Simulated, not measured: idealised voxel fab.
voxel transistor to metal: a process module
200 nm wide, 5 nm square cells: that's cross-section cut.
If you're reading a cross-section in this doc, picture square cells in a grid; it comes to you as bands, top ones listed first down to the bottom, and a band can be one or more rows of cells.
Each band's line starts with the height of the band's top and of its bottom, in nm. Then come its materials from left to right, each with its width in nm. One material with "throughout" fills the band from edge to edge. "blank" is empty space.
The level at which height equals 0 is the one under which the wafer, as it arrives, is entirely one material. No lower edge exists for the bottom band, which continues downward and is notated as in "0 nm and below".
Width: "30->40" (first number = top row, second number = bottom row, same change from row to row of cells).
Where the words "everything unchanged" appear for a step, the cross-section shows no cell changed by that step; every cell remained as before.
"Enclosed voids": sealed empty spaces, 8 cells or more, no open way to top, listed width x height at distance, with distance from the left edge and width, height and distance in nm.
Anything after a step's settings on that line? It's the simulator's own note about the step.
"overlay nm" answers the question of how far to the right of plan the mask lay on a step that has a mask, and when it is negative the answer is to the left.
Heads up before you read on: it's before/after pairs around one process step each, after side only down to the lowest band that changed, step plus settings under the pair. Pairs can be from different runs of this module, same starting wafer, so only chain a pair onto the one above if its "Geometry before processing" entry says so.

Geometry before processing
  0 nm and below  Si throughout
  Enclosed voids: none

Resulting Cross-Section
  5 nm to 0 nm  SiO2 throughout
  Below 0, the layers are the same as they were.
  Enclosed voids: none
What sits between those two cross-sections? CONFORMAL_DEP, material SiO2, thk nm 5

Geometry before processing: as shown after the step in the preceding pair, directly above.

Resulting Cross-Section
  20 nm to 5 nm  SiN throughout
  Below 5, the layers are the same as they were.
  Enclosed voids: none
What sits between those two cross-sections? CONFORMAL_DEP, material SiN, thk nm 15

Geometry before processing: as shown after the step in the preceding pair, directly above.

Resulting Cross-Section
  30 nm to 20 nm  aC throughout
  Below 20, the layers are the same as they were.
  Enclosed voids: none
What sits between those two cross-sections? DIRECTIONAL_DEP, material aC, thk nm 10

Geometry before processing: as shown after the step in the preceding pair, directly above.

Resulting Cross-Section
  55 nm to 30 nm  45 of blank | 110 of resist | 45 of blank
  Below 30, the layers are the same as they were.
  Enclosed voids: none
What sits between those two cross-sections? PATTERN, tone cover, mask id ACTIVE, material resist, width nm 110, thk nm 25, overlay nm 0

Geometry before processing: as shown after the step in the preceding pair, directly above.

Resulting Cross-Section
  45 nm to 30 nm  45 of blank | 110 of resist | 45 of blank
  30 nm to 20 nm  45 of blank | 110 of aC | 45 of blank
  Below 20, the layers are the same as they were.
  Enclosed voids: none
What sits between those two cross-sections? DIRECTIONAL_ETCH, etch materials aC, depth nm 10

Geometry before processing: as shown after the step in the preceding pair, directly above.

Resulting Cross-Section
  30 nm to 20 nm  45 of blank | 110 of aC | 45 of blank
  Below 20, the layers are the same as they were.
  Enclosed voids: none
What sits between those two cross-sections? STRIP, etch materials resist

Geometry before processing: as shown after the step in the preceding pair, directly above.

Resulting Cross-Section
  30 nm to 20 nm  45 of blank | 110 of aC | 45 of blank
  20 nm to 5 nm  45 of blank | 110 of SiN | 45 of blank
  Below 5, the layers are the same as they were.
  Enclosed voids: none
What sits between those two cross-sections? DIRECTIONAL_ETCH, etch materials SiN, depth nm 15

Geometry before processing: as shown after the step in the preceding pair, directly above.

Resulting Cross-Section
  30 nm to 20 nm  45 of blank | 110 of aC | 45 of blank
  20 nm to 5 nm  45 of blank | 110 of SiN | 45 of blank
  5 nm to 0 nm  45 of blank | 110 of SiO2 | 45 of blank
  Below 0, the layers are the same as they were.
  Enclosed voids: none
What sits between those two cross-sections? DIRECTIONAL_ETCH, etch materials SiO2, depth nm 5

Geometry before processing: as shown after the step in the preceding pair, directly above.

Resulting Cross-Section
  30 nm to 20 nm  45 of blank | 110 of aC | 45 of blank
  20 nm to 5 nm  45 of blank | 110 of SiN | 45 of blank
  5 nm to 0 nm  45 of blank | 110 of SiO2 | 45 of blank
  0 nm to -25 nm  45 of blank | 110 of Si | 45 of blank
  Below -25, the layers are the same as they were.
  Enclosed voids: none
What sits between those two cross-sections? DIRECTIONAL_ETCH, etch materials Si, depth nm 25

Geometry before processing: as shown after the step in the preceding pair, directly above.

Resulting Cross-Section
  20 nm to 5 nm  45 of blank | 110 of SiN | 45 of blank
  Below 5, the layers are the same as they were.
  Enclosed voids: none
What sits between those two cross-sections? STRIP, etch materials aC

Geometry before processing: as shown after the step in the preceding pair, directly above.

Resulting Cross-Section
  30 nm to 20 nm  SiO2 throughout
  20 nm to 5 nm  45 of SiO2 | 110 of SiN | 45 of SiO2
  5 nm to 0 nm  SiO2 throughout
  0 nm to -25 nm  45 of SiO2 | 110 of Si | 45 of SiO2
  Below -25, the layers are the same as they were.
  Enclosed voids: none
What sits between those two cross-sections? FILL_DEP, material SiO2, thk nm 10

Geometry before processing: as shown after the step in the preceding pair, directly above.

Resulting Cross-Section
  20 nm to 5 nm  45 of SiO2 | 110 of SiN | 45 of SiO2
  Below 5, the layers are the same as they were.
  Enclosed voids: none
What sits between those two cross-sections? CMP, height nm 20

Geometry before processing: as shown after the step in the preceding pair, directly above.

Resulting Cross-Section
  20 nm to 15 nm  45 of blank | 110 of SiN | 45 of blank
  Below 15, the layers are the same as they were.
  Enclosed voids: none
What sits between those two cross-sections? SELECTIVE_ETCH, etch materials SiO2, depth nm 5

Geometry before processing: as shown after the step in the preceding pair, directly above.

Resulting Cross-Section
  15 nm to 5 nm  45 of SiO2 | 110 of blank | 45 of SiO2
  Below 5, the layers are the same as they were.
  Enclosed voids: none
What sits between those two cross-sections? STRIP, etch materials SiN

Geometry before processing: as shown after the step in the preceding pair, directly above.

Resulting Cross-Section
  10 nm to 0 nm  40 of SiO2 | 120 of blank | 40 of SiO2
  Below 0, the layers are the same as they were.
  Enclosed voids: none
What sits between those two cross-sections? SELECTIVE_ETCH, etch materials SiO2, depth nm 5

Geometry before processing: as shown after the step in the preceding pair, directly above.

Resulting Cross-Section
  10 nm to 0 nm  40 of SiO2 | 120 of blank | 40 of SiO2
  0 nm to -5 nm  SiO2 throughout
  Below -5, the layers are the same as they were.
  Enclosed voids: none
What sits between those two cross-sections? OXIDIZE, depth nm 5

Geometry before processing: as shown after the step in the preceding pair, directly above.

Resulting Cross-Section
  30 nm to 20 nm  40 of polySi | 120 of blank | 40 of polySi
  20 nm to 10 nm  polySi throughout
  10 nm to 0 nm  40 of SiO2 | 120 of polySi | 40 of SiO2
  Below 0, the layers are the same as they were.
  Enclosed voids: none
What sits between those two cross-sections? DIRECTIONAL_DEP, material polySi, thk nm 20

Geometry before processing: as shown after the step in the preceding pair, directly above.

Resulting Cross-Section
  40 nm to 30 nm  40 of SiCN | 120 of blank | 40 of SiCN
  30 nm to 20 nm  40 of polySi | 120 of SiCN | 40 of polySi
  Below 20, the layers are the same as they were.
  Enclosed voids: none
What sits between those two cross-sections? DIRECTIONAL_DEP, material SiCN, thk nm 10

Geometry before processing: as shown after the step in the preceding pair, directly above.

Resulting Cross-Section
  30 nm to 20 nm  40 of polySi | 50 of blank | 20 of SiCN | 50 of blank | 40 of polySi
  Below 20, the layers are the same as they were.
  Enclosed voids: none
What sits between those two cross-sections? MASKED_ETCH, tone cover, mask id GATE, width nm 20, etch materials SiCN, depth nm 20, overlay nm 0

Geometry before processing: as shown after the step in the preceding pair, directly above.

Resulting Cross-Section
  30 nm to 20 nm  90 of blank | 20 of SiCN | 90 of blank
  20 nm to 10 nm  90 of blank | 20 of polySi | 90 of blank
  10 nm to 0 nm  40 of SiO2 | 50 of blank | 20 of polySi | 50 of blank | 40 of SiO2
  Below 0, the layers are the same as they were.
  Enclosed voids: none
What sits between those two cross-sections? MASKED_ETCH, tone cover, mask id GATE, width nm 20, etch materials polySi, depth nm 30, overlay nm 0

Geometry before processing: as shown after the step in the preceding pair, directly above.

Resulting Cross-Section
  35 nm to 30 nm  85 of blank | 30 of SiO2 | 85 of blank
  30 nm to 20 nm  85 of blank | 5 of SiO2 | 20 of SiCN | 5 of SiO2 | 85 of blank
  20 nm to 15 nm  85 of blank | 5 of SiO2 | 20 of polySi | 5 of SiO2 | 85 of blank
  15 nm to 5 nm  45 of SiO2 | 40 of blank | 5 of SiO2 | 20 of polySi | 5 of SiO2 | 40 of blank | 45 of SiO2
  5 nm to 0 nm  90 of SiO2 | 20 of polySi | 90 of SiO2
  Below 0, the layers are the same as they were.
  Enclosed voids: none
What sits between those two cross-sections? CONFORMAL_DEP, material SiO2, thk nm 5

Geometry before processing: as shown after the step in the preceding pair, directly above.

Resulting Cross-Section
  30 nm to 20 nm  85 of blank | 5 of SiO2 | 20 of SiCN | 5 of SiO2 | 85 of blank
  20 nm to 10 nm  85 of blank | 5 of SiO2 | 20 of polySi | 5 of SiO2 | 85 of blank
  10 nm to 0 nm  45 of SiO2 | 40 of blank | 5 of SiO2 | 20 of polySi | 5 of SiO2 | 40 of blank | 45 of SiO2
  Below 0, the layers are the same as they were.
  Enclosed voids: none
What sits between those two cross-sections? DIRECTIONAL_ETCH, etch materials SiO2, depth nm 5

Geometry before processing: as shown after the step in the preceding pair, directly above.

Resulting Cross-Section
  35 nm to 30 nm  80 of blank | 40 of SiN | 80 of blank
  30 nm to 20 nm  80 of blank | 5 of SiN | 5 of SiO2 | 20 of SiCN | 5 of SiO2 | 5 of SiN | 80 of blank
  20 nm to 15 nm  80 of blank | 5 of SiN | 5 of SiO2 | 20 of polySi | 5 of SiO2 | 5 of SiN | 80 of blank
  15 nm to 10 nm  50 of SiN | 30 of blank | 5 of SiN | 5 of SiO2 | 20 of polySi | 5 of SiO2 | 5 of SiN | 30 of blank | 50 of SiN
  10 nm to 5 nm  45 of SiO2 | 5 of SiN | 30 of blank | 5 of SiN | 5 of SiO2 | 20 of polySi | 5 of SiO2 | 5 of SiN | 30 of blank | 5 of SiN | 45 of SiO2
  5 nm to 0 nm  45 of SiO2 | 40 of SiN | 5 of SiO2 | 20 of polySi | 5 of SiO2 | 40 of SiN | 45 of SiO2
  Below 0, the layers are the same as they were.
  Enclosed voids: none
What sits between those two cross-sections? CONFORMAL_DEP, material SiN, thk nm 5

Geometry before processing: as shown after the step in the preceding pair, directly above.

Resulting Cross-Section
  30 nm to 20 nm  80 of blank | 5 of SiN | 5 of SiO2 | 20 of SiCN | 5 of SiO2 | 5 of SiN | 80 of blank
  20 nm to 10 nm  80 of blank | 5 of SiN | 5 of SiO2 | 20 of polySi | 5 of SiO2 | 5 of SiN | 80 of blank
  10 nm to 0 nm  45 of SiO2 | 5 of SiN | 30 of blank | 5 of SiN | 5 of SiO2 | 20 of polySi | 5 of SiO2 | 5 of SiN | 30 of blank | 5 of SiN | 45 of SiO2
  Below 0, the layers are the same as they were.
  Enclosed voids: none
What sits between those two cross-sections? DIRECTIONAL_ETCH, etch materials SiN, depth nm 5

Geometry before processing: as shown after the step in the preceding pair, directly above.

Resulting Cross-Section
  30 nm to 25 nm  80 of blank | 5 of SiN | 5 of blank | 20 of SiCN | 5 of blank | 5 of SiN | 80 of blank
  25 nm to 20 nm  80 of blank | 5 of SiN | 5 of SiO2 | 20 of SiCN | 5 of SiO2 | 5 of SiN | 80 of blank
  20 nm to 10 nm  80 of blank | 5 of SiN | 5 of SiO2 | 20 of polySi | 5 of SiO2 | 5 of SiN | 80 of blank
  10 nm to 5 nm  45 of blank | 5 of SiN | 30 of blank | 5 of SiN | 5 of SiO2 | 20 of polySi | 5 of SiO2 | 5 of SiN | 30 of blank | 5 of SiN | 45 of blank
  5 nm to 0 nm  45 of SiO2 | 5 of SiN | 30 of blank | 5 of SiN | 5 of SiO2 | 20 of polySi | 5 of SiO2 | 5 of SiN | 30 of blank | 5 of SiN | 45 of SiO2
  0 nm to -5 nm  50 of SiO2 | 30 of blank | 40 of SiO2 | 30 of blank | 50 of SiO2
  Below -5, the layers are the same as they were.
  Enclosed voids: none
What sits between those two cross-sections? DIRECTIONAL_ETCH, etch materials SiO2, depth nm 5

Geometry before processing: as shown after the step in the preceding pair, directly above.

Resulting Cross-Section
  30 nm to 25 nm  80 of blank | 5 of SiN | 5 of blank | 20 of SiCN | 5 of blank | 5 of SiN | 80 of blank
  25 nm to 20 nm  80 of blank | 5 of SiN | 5 of SiO2 | 20 of SiCN | 5 of SiO2 | 5 of SiN | 80 of blank
  20 nm to 10 nm  80 of blank | 5 of SiN | 5 of SiO2 | 20 of polySi | 5 of SiO2 | 5 of SiN | 80 of blank
  10 nm to 5 nm  45 of blank | 5 of SiN | 30 of blank | 5 of SiN | 5 of SiO2 | 20 of polySi | 5 of SiO2 | 5 of SiN | 30 of blank | 5 of SiN | 45 of blank
  5 nm to 0 nm  45 of SiO2 | 5 of SiN | 30 of blank | 5 of SiN | 5 of SiO2 | 20 of polySi | 5 of SiO2 | 5 of SiN | 30 of blank | 5 of SiN | 45 of SiO2
  0 nm to -5 nm  50 of SiO2 | 30 of blank | 40 of SiO2 | 30 of blank | 50 of SiO2
  -5 nm to -10 nm  45 of SiO2 | 5 of Si | 30 of blank | 40 of Si | 30 of blank | 5 of Si | 45 of SiO2
  Below -10, the layers are the same as they were.
  Enclosed voids: none
What sits between those two cross-sections? DIRECTIONAL_ETCH, etch materials Si, depth nm 5

Geometry before processing: as shown after the step in the preceding pair, directly above.

Resulting Cross-Section
  30 nm to 25 nm  80 of blank | 5 of SiN | 5 of blank | 20 of SiCN | 5 of blank | 5 of SiN | 80 of blank
  25 nm to 20 nm  80 of blank | 5 of SiN | 5 of SiO2 | 20 of SiCN | 5 of SiO2 | 5 of SiN | 80 of blank
  20 nm to 10 nm  80 of blank | 5 of SiN | 5 of SiO2 | 20 of polySi | 5 of SiO2 | 5 of SiN | 80 of blank
  10 nm to 5 nm  45 of blank | 5 of SiN | 30 of blank | 5 of SiN | 5 of SiO2 | 20 of polySi | 5 of SiO2 | 5 of SiN | 30 of blank | 5 of SiN | 45 of blank
  5 nm to 0 nm  45 of SiO2 | 5 of SiN | 30 of blank | 5 of SiN | 5 of SiO2 | 20 of polySi | 5 of SiO2 | 5 of SiN | 30 of blank | 5 of SiN | 45 of SiO2
  0 nm to -5 nm  50 of SiO2 | 5 of pSi | 20 of blank | 5 of pSi | 40 of SiO2 | 5 of pSi | 20 of blank | 5 of pSi | 50 of SiO2
  -5 nm to -10 nm  45 of SiO2 | 5 of Si | 30 of pSi | 40 of Si | 30 of pSi | 5 of Si | 45 of SiO2
  Below -10, the layers are the same as they were.
  Enclosed voids: none
What sits between those two cross-sections? EPI, material pSi, thk nm 5

Geometry before processing: as shown after the step in the preceding pair, directly above.

Resulting Cross-Section
  35 nm to 30 nm  SiO2 throughout
  30 nm to 20 nm  80 of SiO2 | 5 of SiN | 5 of SiO2 | 20 of SiCN | 5 of SiO2 | 5 of SiN | 80 of SiO2
  20 nm to 10 nm  80 of SiO2 | 5 of SiN | 5 of SiO2 | 20 of polySi | 5 of SiO2 | 5 of SiN | 80 of SiO2
  10 nm to 0 nm  45 of SiO2 | 5 of SiN | 30 of SiO2 | 5 of SiN | 5 of SiO2 | 20 of polySi | 5 of SiO2 | 5 of SiN | 30 of SiO2 | 5 of SiN | 45 of SiO2
  0 nm to -5 nm  50 of SiO2 | 5 of pSi | 20 of SiO2 | 5 of pSi | 40 of SiO2 | 5 of pSi | 20 of SiO2 | 5 of pSi | 50 of SiO2
  Below -5, the layers are the same as they were.
  Enclosed voids: none
What sits between those two cross-sections? FILL_DEP, material SiO2, thk nm 5

Geometry before processing: as shown after the step in the preceding pair, directly above.

Resulting Cross-Section
  30 nm to 20 nm  80 of SiO2 | 5 of SiN | 5 of SiO2 | 20 of SiCN | 5 of SiO2 | 5 of SiN | 80 of SiO2
  Below 20, the layers are the same as they were.
  Enclosed voids: none
What sits between those two cross-sections? CMP, height nm 30

Geometry before processing: as shown after the step in the preceding pair, directly above.

Resulting Cross-Section
  45 nm to 30 nm  SiO2 throughout
  Below 30, the layers are the same as they were.
  Enclosed voids: none
What sits between those two cross-sections? DIRECTIONAL_DEP, material SiO2, thk nm 15

Geometry before processing: as shown after the step in the preceding pair, directly above.

Resulting Cross-Section
  65 nm to 45 nm  50 of resist | 20 of blank | 60 of resist | 20 of blank | 50 of resist
  Below 45, the layers are the same as they were.
  Enclosed voids: none
What sits between those two cross-sections? PATTERN, tone open, mask id CONTACT, material resist, width nm 20, pitch nm 80, thk nm 20, overlay nm 0

Geometry before processing: as shown after the step in the preceding pair, directly above.

Resulting Cross-Section
  65 nm to 45 nm  50 of resist | 20 of blank | 60 of resist | 20 of blank | 50 of resist
  45 nm to 30 nm  50 of SiO2 | 20 of blank | 60 of SiO2 | 20 of blank | 50 of SiO2
  30 nm to 20 nm  50 of SiO2 | 20 of blank | 10 of SiO2 | 5 of SiN | 5 of SiO2 | 20 of SiCN | 5 of SiO2 | 5 of SiN | 10 of SiO2 | 20 of blank | 50 of SiO2
  20 nm to 10 nm  50 of SiO2 | 20 of blank | 10 of SiO2 | 5 of SiN | 5 of SiO2 | 20 of polySi | 5 of SiO2 | 5 of SiN | 10 of SiO2 | 20 of blank | 50 of SiO2
  10 nm to 0 nm  45 of SiO2 | 5 of SiN | 20 of blank | 10 of SiO2 | 5 of SiN | 5 of SiO2 | 20 of polySi | 5 of SiO2 | 5 of SiN | 10 of SiO2 | 20 of blank | 5 of SiN | 45 of SiO2
  0 nm to -5 nm  50 of SiO2 | 5 of pSi | 15 of blank | 5 of SiO2 | 5 of pSi | 40 of SiO2 | 5 of pSi | 5 of SiO2 | 15 of blank | 5 of pSi | 50 of SiO2
  Below -5, the layers are the same as they were.
  Enclosed voids: none
What sits between those two cross-sections? DIRECTIONAL_ETCH, etch materials SiO2, depth nm 50

Geometry before processing: as shown after the step in the preceding pair, directly above.

Resulting Cross-Section
  45 nm to 30 nm  50 of SiO2 | 20 of blank | 60 of SiO2 | 20 of blank | 50 of SiO2
  Below 30, the layers are the same as they were.
  Enclosed voids: none
What sits between those two cross-sections? STRIP, etch materials resist

Geometry before processing: as shown after the step in the preceding pair, directly above.

Resulting Cross-Section
  50 nm to 45 nm  55 of TiN | 10 of blank | 70 of TiN | 10 of blank | 55 of TiN
  45 nm to 30 nm  50 of SiO2 | 5 of TiN | 10 of blank | 5 of TiN | 60 of SiO2 | 5 of TiN | 10 of blank | 5 of TiN | 50 of SiO2
  30 nm to 20 nm  50 of SiO2 | 5 of TiN | 10 of blank | 5 of TiN | 10 of SiO2 | 5 of SiN | 5 of SiO2 | 20 of SiCN | 5 of SiO2 | 5 of SiN | 10 of SiO2 | 5 of TiN | 10 of blank | 5 of TiN | 50 of SiO2
  20 nm to 10 nm  50 of SiO2 | 5 of TiN | 10 of blank | 5 of TiN | 10 of SiO2 | 5 of SiN | 5 of SiO2 | 20 of polySi | 5 of SiO2 | 5 of SiN | 10 of SiO2 | 5 of TiN | 10 of blank | 5 of TiN | 50 of SiO2
  10 nm to 0 nm  45 of SiO2 | 5 of SiN | 5->10 of TiN | 10->5 of blank | 5 of TiN | 10 of SiO2 | 5 of SiN | 5 of SiO2 | 20 of polySi | 5 of SiO2 | 5 of SiN | 10 of SiO2 | 5 of TiN | 10->5 of blank | 5->10 of TiN | 5 of SiN | 45 of SiO2
  0 nm to -5 nm  50 of SiO2 | 5 of pSi | 15 of TiN | 5 of SiO2 | 5 of pSi | 40 of SiO2 | 5 of pSi | 5 of SiO2 | 15 of TiN | 5 of pSi | 50 of SiO2
  Below -5, the layers are the same as they were.
  Enclosed voids: none
What sits between those two cross-sections? CONFORMAL_DEP, material TiN, thk nm 5

Geometry before processing: as shown after the step in the preceding pair, directly above.

Resulting Cross-Section
  60 nm to 50 nm  W throughout
  50 nm to 45 nm  55 of TiN | 10 of W | 70 of TiN | 10 of W | 55 of TiN
  45 nm to 30 nm  50 of SiO2 | 5 of TiN | 10 of W | 5 of TiN | 60 of SiO2 | 5 of TiN | 10 of W | 5 of TiN | 50 of SiO2
  30 nm to 20 nm  50 of SiO2 | 5 of TiN | 10 of W | 5 of TiN | 10 of SiO2 | 5 of SiN | 5 of SiO2 | 20 of SiCN | 5 of SiO2 | 5 of SiN | 10 of SiO2 | 5 of TiN | 10 of W | 5 of TiN | 50 of SiO2
  20 nm to 10 nm  50 of SiO2 | 5 of TiN | 10 of W | 5 of TiN | 10 of SiO2 | 5 of SiN | 5 of SiO2 | 20 of polySi | 5 of SiO2 | 5 of SiN | 10 of SiO2 | 5 of TiN | 10 of W | 5 of TiN | 50 of SiO2
  10 nm to 0 nm  45 of SiO2 | 5 of SiN | 5->10 of TiN | 10->5 of W | 5 of TiN | 10 of SiO2 | 5 of SiN | 5 of SiO2 | 20 of polySi | 5 of SiO2 | 5 of SiN | 10 of SiO2 | 5 of TiN | 10->5 of W | 5->10 of TiN | 5 of SiN | 45 of SiO2
  Below 0, the layers are the same as they were.
  Enclosed voids: none
What sits between those two cross-sections? FILL_DEP, material W, thk nm 10

Geometry before processing: as shown after the step in the preceding pair, directly above.

Resulting Cross-Section
  45 nm to 30 nm  50 of SiO2 | 5 of TiN | 10 of W | 5 of TiN | 60 of SiO2 | 5 of TiN | 10 of W | 5 of TiN | 50 of SiO2
  Below 30, the layers are the same as they were.
  Enclosed voids: none
What sits between those two cross-sections? CMP, height nm 45

Geometry before processing: as shown after the step in the preceding pair, directly above.

Resulting Cross-Section
  50 nm to 45 nm  TiN throughout
  Below 45, the layers are the same as they were.
  Enclosed voids: none
What sits between those two cross-sections? DIRECTIONAL_DEP, material TiN, thk nm 5

Geometry before processing: as shown after the step in the preceding pair, directly above.

Resulting Cross-Section
  65 nm to 50 nm  Ru throughout
  Below 50, the layers are the same as they were.
  Enclosed voids: none
What sits between those two cross-sections? DIRECTIONAL_DEP, material Ru, thk nm 15

Geometry before processing: as shown after the step in the preceding pair, directly above.

Resulting Cross-Section
  65 nm to 50 nm  50 of blank | 20 of Ru | 60 of blank | 20 of Ru | 50 of blank
  Below 50, the layers are the same as they were.
  Enclosed voids: none
What sits between those two cross-sections? MASKED_ETCH, tone cover, mask id METAL_1, width nm 20, pitch nm 80, etch materials Ru, depth nm 15, overlay nm 0

Geometry before processing: as shown after the step in the preceding pair, directly above.

Resulting Cross-Section
  65 nm to 50 nm  50 of blank | 20 of Ru | 60 of blank | 20 of Ru | 50 of blank
  50 nm to 45 nm  50 of blank | 20 of TiN | 60 of blank | 20 of TiN | 50 of blank
  Below 45, the layers are the same as they were.
  Enclosed voids: none
What sits between those two cross-sections? MASKED_ETCH, tone cover, mask id METAL_1, width nm 20, pitch nm 80, etch materials TiN, depth nm 5, overlay nm 0

Geometry before processing: as shown after the step in the preceding pair, directly above.

Resulting Cross-Section
  75 nm to 65 nm  lowk throughout
  65 nm to 50 nm  50 of lowk | 20 of Ru | 60 of lowk | 20 of Ru | 50 of lowk
  50 nm to 45 nm  50 of lowk | 20 of TiN | 60 of lowk | 20 of TiN | 50 of lowk
  Below 45, the layers are the same as they were.
  Enclosed voids: none
What sits between those two cross-sections? FILL_DEP, material lowk, thk nm 10

Geometry before processing: as shown after the step in the preceding pair, directly above.

Resulting Cross-Section
  65 nm to 50 nm  50 of lowk | 20 of Ru | 60 of lowk | 20 of Ru | 50 of lowk
  Below 50, the layers are the same as they were.
  Enclosed voids: none
What sits between those two cross-sections? CMP, height nm 65

Geometry before processing: as shown after the step in the preceding pair, directly above.

Resulting Cross-Section
  70 nm to 65 nm  SiCN throughout
  Below 65, the layers are the same as they were.
  Enclosed voids: none
What sits between those two cross-sections? CONFORMAL_DEP, material SiCN, thk nm 5

Geometry before processing: as shown after the step in the preceding pair, directly above.

Resulting Cross-Section
  105 nm to 70 nm  lowk throughout
  Below 70, the layers are the same as they were.
  Enclosed voids: none
What sits between those two cross-sections? DIRECTIONAL_DEP, material lowk, thk nm 35

Geometry before processing: as shown after the step in the preceding pair, directly above.

Resulting Cross-Section
  125 nm to 105 nm  50 of resist | 15 of blank | 65 of resist | 15 of blank | 55 of resist
  Below 105, the layers are the same as they were.
  Enclosed voids: none
What sits between those two cross-sections? PATTERN, tone open, mask id METAL_2_HOLES, material resist, width nm 15, pitch nm 80, thk nm 20, overlay nm 0

Geometry before processing: as shown after the step in the preceding pair, directly above.

Resulting Cross-Section
  125 nm to 105 nm  50 of resist | 15 of blank | 65 of resist | 15 of blank | 55 of resist
  105 nm to 70 nm  50 of lowk | 15 of blank | 65 of lowk | 15 of blank | 55 of lowk
  Below 70, the layers are the same as they were.
  Enclosed voids: none
What sits between those two cross-sections? DIRECTIONAL_ETCH, etch materials lowk, depth nm 35

Geometry before processing: as shown after the step in the preceding pair, directly above.

Resulting Cross-Section
  105 nm to 70 nm  50 of lowk | 15 of blank | 65 of lowk | 15 of blank | 55 of lowk
  Below 70, the layers are the same as they were.
  Enclosed voids: none
What sits between those two cross-sections? STRIP, etch materials resist

Geometry before processing: as shown after the step in the preceding pair, directly above.

Resulting Cross-Section
  125 nm to 105 nm  50 of resist | 20 of blank | 60 of resist | 20 of blank | 50 of resist
  Below 105, the layers are the same as they were.
  Enclosed voids: none
What sits between those two cross-sections? PATTERN, tone open, mask id METAL_2, material resist, width nm 20, pitch nm 80, thk nm 20, overlay nm 0

Geometry before processing: as shown after the step in the preceding pair, directly above.

Resulting Cross-Section
  125 nm to 105 nm  50 of resist | 20 of blank | 60 of resist | 20 of blank | 50 of resist
  105 nm to 85 nm  50 of lowk | 20 of blank | 60 of lowk | 20 of blank | 50 of lowk
  Below 85, the layers are the same as they were.
  Enclosed voids: none
What sits between those two cross-sections? DIRECTIONAL_ETCH, etch materials lowk, depth nm 20

Geometry before processing: as shown after the step in the preceding pair, directly above.

Resulting Cross-Section
  125 nm to 105 nm  50 of resist | 20 of blank | 60 of resist | 20 of blank | 50 of resist
  105 nm to 85 nm  50 of lowk | 20 of blank | 60 of lowk | 20 of blank | 50 of lowk
  85 nm to 70 nm  50 of lowk | 15 of blank | 65 of lowk | 15 of blank | 55 of lowk
  70 nm to 65 nm  50 of SiCN | 15 of blank | 65 of SiCN | 15 of blank | 55 of SiCN
  Below 65, the layers are the same as they were.
  Enclosed voids: none
What sits between those two cross-sections? DIRECTIONAL_ETCH, etch materials SiCN, depth nm 5

Geometry before processing: as shown after the step in the preceding pair, directly above.

Resulting Cross-Section
  105 nm to 85 nm  50 of lowk | 20 of blank | 60 of lowk | 20 of blank | 50 of lowk
  Below 85, the layers are the same as they were.
  Enclosed voids: none
What sits between those two cross-sections? STRIP, etch materials resist

Geometry before processing: as shown after the step in the preceding pair, directly above.

Resulting Cross-Section
  110 nm to 105 nm  55 of TiN | 10 of blank | 70 of TiN | 10 of blank | 55 of TiN
  105 nm to 90 nm  50 of lowk | 5 of TiN | 10 of blank | 5 of TiN | 60 of lowk | 5 of TiN | 10 of blank | 5 of TiN | 50 of lowk
  90 nm to 85 nm  50 of lowk | 5 of TiN | 5 of blank | 10 of TiN | 60 of lowk | 5 of TiN | 5 of blank | 10 of TiN | 50 of lowk
  85 nm to 70 nm  50 of lowk | 5 of TiN | 5 of blank | 5 of TiN | 65 of lowk | 5 of TiN | 5 of blank | 5 of TiN | 55 of lowk
  70 nm to 65 nm  50 of SiCN | 15 of TiN | 65 of SiCN | 15 of TiN | 55 of SiCN
  Below 65, the layers are the same as they were.
  Enclosed voids: none
What sits between those two cross-sections? CONFORMAL_DEP, material TiN, thk nm 5

Geometry before processing: as shown after the step in the preceding pair, directly above.

Resulting Cross-Section
  120 nm to 110 nm  Ru throughout
  110 nm to 105 nm  55 of TiN | 10 of Ru | 70 of TiN | 10 of Ru | 55 of TiN
  105 nm to 90 nm  50 of lowk | 5 of TiN | 10 of Ru | 5 of TiN | 60 of lowk | 5 of TiN | 10 of Ru | 5 of TiN | 50 of lowk
  90 nm to 85 nm  50 of lowk | 5 of TiN | 5 of Ru | 10 of TiN | 60 of lowk | 5 of TiN | 5 of Ru | 10 of TiN | 50 of lowk
  85 nm to 70 nm  50 of lowk | 5 of TiN | 5 of Ru | 5 of TiN | 65 of lowk | 5 of TiN | 5 of Ru | 5 of TiN | 55 of lowk
  Below 70, the layers are the same as they were.
  Enclosed voids: none
What sits between those two cross-sections? FILL_DEP, material Ru, thk nm 10

Geometry before processing: as shown after the step in the preceding pair, directly above.

Resulting Cross-Section
  105 nm to 90 nm  50 of lowk | 5 of TiN | 10 of Ru | 5 of TiN | 60 of lowk | 5 of TiN | 10 of Ru | 5 of TiN | 50 of lowk
  Below 90, the layers are the same as they were.
  Enclosed voids: none
What sits between those two cross-sections? CMP, height nm 105

Geometry before processing: as shown after the step in the preceding pair, directly above.

Resulting Cross-Section
  110 nm to 105 nm  SiCN throughout
  Below 105, the layers are the same as they were.
  Enclosed voids: none
What sits between those two cross-sections? CONFORMAL_DEP, material SiCN, thk nm 5

Geometry before processing
  30 nm to 20 nm  90 of blank | 20 of SiCN | 90 of blank
  20 nm to 10 nm  90 of blank | 20 of polySi | 90 of blank
  10 nm to 0 nm  40 of SiO2 | 50 of blank | 20 of polySi | 50 of blank | 40 of SiO2
  0 nm to -5 nm  SiO2 throughout
  -5 nm to -25 nm  45 of SiO2 | 110 of Si | 45 of SiO2
  -25 nm and below  Si throughout
  Enclosed voids: none

Resulting Cross-Section
  30 nm to 20 nm  90 of blank | 20 of SiCN | 90 of blank
  20 nm to 5 nm  90 of blank | 20 of polySi | 90 of blank
  5 nm to 0 nm  40 of SiO2 | 50 of blank | 20 of polySi | 50 of blank | 40 of SiO2
  0 nm to -5 nm  40 of SiO2 | 50 of blank | 20 of SiO2 | 50 of blank | 40 of SiO2
  Below -5, the layers are the same as they were.
  Enclosed voids: none
What sits between those two cross-sections? DIRECTIONAL_ETCH, etch materials SiO2, depth nm 5
